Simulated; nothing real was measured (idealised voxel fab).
Process module in this document: voxel trench capacitor
Pictured: cross-section cut, 250 nm wide, on a grid of 5 nm square cells.
Format of a cross-section: grid, square cells. Given as bands. Order: top down. Band: one or more rows of cells. For a band, the entry starts with two heights in nm, that of the top and then that of the bottom, and carries on with the band's materials in order from left to right, each alongside its width in nm; the word "edge to edge" beside a single material means it fills the band edge to edge, and "empty" means empty space. Note: height 0 marks the level under which the wafer is uniformly one material as received. Lowest band unbounded below, written "from 0 down". The notation "30 to 40" denotes a width that varies across the rows of cells in the band, beginning at the first number in the top row, finishing at the second number in the bottom row, and changing by an identical amount from each row to the next. Where a step carries "no change occurred", the cross-section came out of it unchanged, cell for cell. The list in "Enclosed internal cavities" covers empty spaces of 8 cells or more that cannot reach the top through any open way, and it gives each as width x height at distance; the distance is from the left edge, and width, height and distance are in nm. Note: text after step settings on the step line = simulator remark on that step. What "overlay nm" on a step's line means: if the step has a mask, that mask lay this far to the right of its planned place, or, when the value is negative, to the left.
**So here's the lineup of process steps we planned**
1 RECEIVE: material Si
2 CONFORMAL_DEP: material SiN, thk nm 10
3 DIRECTIONAL_DEP: material aC, thk nm 15
4 PATTERN: tone open, mask id TRENCH, material resist, width nm 25, pitch nm 50, thk nm 35, overlay nm 0
5 DIRECTIONAL_ETCH: etch materials aC, depth nm 15
6 STRIP: etch materials resist
7 DIRECTIONAL_ETCH: etch materials SiN, depth nm 10
8 DIRECTIONAL_ETCH: etch materials Si, depth nm 25
9 STRIP: etch materials aC
10 CONFORMAL_DEP: material SiO2, thk nm 5
11 FILL_DEP: material polySi, thk nm 5
12 CMP: height nm 10
**Cross-section: wafer on arrival = after step 1**
  from 0 down | Si edge to edge
  Enclosed internal cavities: none
**The first of two wafers, cross-sectioned at the end of the module, with the run proceeding as planned**
  from 10 to 0 | SiN: 85, SiO2: 5, polySi: 15, SiO2: 5, SiN: 25, SiO2: 5, polySi: 15, SiO2: 5, SiN: 90
  from 0 to -20 | Si: 85, SiO2: 5, polySi: 15, SiO2: 5, Si: 25, SiO2: 5, polySi: 15, SiO2: 5, Si: 90
  from -20 to -25 | Si: 85, SiO2: 25, Si: 25, SiO2: 25, Si: 90
  from -25 down | Si edge to edge
  Enclosed internal cavities: none
**So this is wafer number two of the two, cut at the end of the module - it started where the first did and had the same plan, we just got one thing wrong running it**
  from 10 to 0 | SiN: 90, SiO2: 5, polySi: 5, SiO2: 5, SiN: 35, SiO2: 5, polySi: 5, SiO2: 5, SiN: 95
  from 0 to -20 | Si: 90, SiO2: 5, polySi: 5, SiO2: 5, Si: 35, SiO2: 5, polySi: 5, SiO2: 5, Si: 95
  from -20 to -25 | Si: 90, SiO2: 15, Si: 35, SiO2: 15, Si: 95
  from -25 down | Si edge to edge
  Enclosed internal cavities: none
Processing error: step 4 went in with a setting other than planned; the actual run was PATTERN: tone open, mask id TRENCH, material resist, width nm 15, pitch nm 50, thk nm 35, overlay nm 0
Final difference in cells, second wafer against first, listed per material as more or fewer: 20 more of Si | 8 more of SiN | 4 fewer of SiO2 | 24 fewer of polySi
